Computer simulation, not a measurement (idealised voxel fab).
process module | voxel ribs on slabs
285 nm wide, 5 nm square cells: that's cross-section cut.
Cross-section, as written here: a square-cell grid given band by band from the top down, where a band holds one or more rows of cells.
Heads up on the band format: heights come first, top then bottom, in nm. After that it's the materials left to right, each with its width in nm. A single material flagged "edge to edge" fills the whole band edge to edge, and "empty" means there's empty space there.
Height datum 0, below which the as-received substrate wafer is one material. Lowest band open at the bottom, running downward: "0..down".
Width spec "30 to 40" -> top row of cells at first value, bottom row at second value, equal per-row change in between.
Basically "same as before" means that step didn't change any cell in the cross-section.
You'll see "Enclosed voids" listing empty spaces that have no way open to the top, as long as they're 8 cells or more; the notation is width x height at distance, where the distance is from the left edge, and all of it is in nm.
On a step's line, text after the settings is the simulator commenting on that step.
A step's line can hold "overlay nm"; with a mask on that step, the setting says how far right of the planned place the mask lay, while a negative setting says it lay to the left.
# The following list gives the planned process steps
step 1: RECEIVE, material Si
step 2: DIRECTIONAL_DEP, material SiO2, thk nm 30
step 3: DIRECTIONAL_DEP, material SiN, thk nm 15
step 4: DIRECTIONAL_DEP, material aC, thk nm 10
step 5: PATTERN, tone cover, mask id RIB, material resist, width nm 15, thk nm 25, overlay nm 0
step 6: DIRECTIONAL_ETCH, etch materials aC, depth nm 10
step 7: STRIP, etch materials resist
step 8: DIRECTIONAL_ETCH, etch materials SiN, depth nm 10
step 9: STRIP, etch materials aC
step 10: PATTERN, tone cover, mask id SLAB, material resist, width nm 45, thk nm 15, overlay nm 0
step 11: DIRECTIONAL_ETCH, etch materials SiN, depth nm 5
step 12: STRIP, etch materials resist
step 13: FILL_DEP, material SiO2, thk nm 25
step 14: CMP, height nm 65
step 15: DIRECTIONAL_DEP, material W, thk nm 5
step 16: MASKED_ETCH, tone cover, mask id HEATER, width nm 25, etch materials W, depth nm 5, overlay nm 0
step 17: CONFORMAL_DEP, material SiO2, thk nm 5
# Cross-section of the wafer upon arrival, representing the state reached after step 1
	0..down: Si edge to edge
	Enclosed voids: none
# first wafer at the end, as planned
	75..70: 125 empty; 35 SiO2; 125 empty
	70..65: 130 SiO2; 25 W; 130 SiO2
	65..45: SiO2 edge to edge
	45..35: 135 SiO2; 15 SiN; 135 SiO2
	35..30: 120 SiO2; 45 SiN; 120 SiO2
	30..0: SiO2 edge to edge
	0..down: Si edge to edge
	Enclosed voids: none
# Cross-sectional view of the second of two wafers upon completion of the module. This wafer shared its starting condition and process plan with the first; one error was made during its execution
	75..70: 125 empty; 35 SiO2; 125 empty
	70..65: 130 SiO2; 25 W; 130 SiO2
	65..45: SiO2 edge to edge
	45..35: 135 SiO2; 15 SiN; 135 SiO2
	35..30: 125 SiO2; 40 SiN; 120 SiO2
	30..0: SiO2 edge to edge
	0..down: Si edge to edge
	Enclosed voids: none
Short version of what went wrong: step 10 was processed under conditions differing from the plan, specifically as PATTERN, tone cover, mask id SLAB, material resist, width nm 40, thk nm 15, overlay nm 0
Counted in cells at the end, the second wafer holds more or fewer of these materials than the first: 1 fewer of SiN; 1 more of SiO2
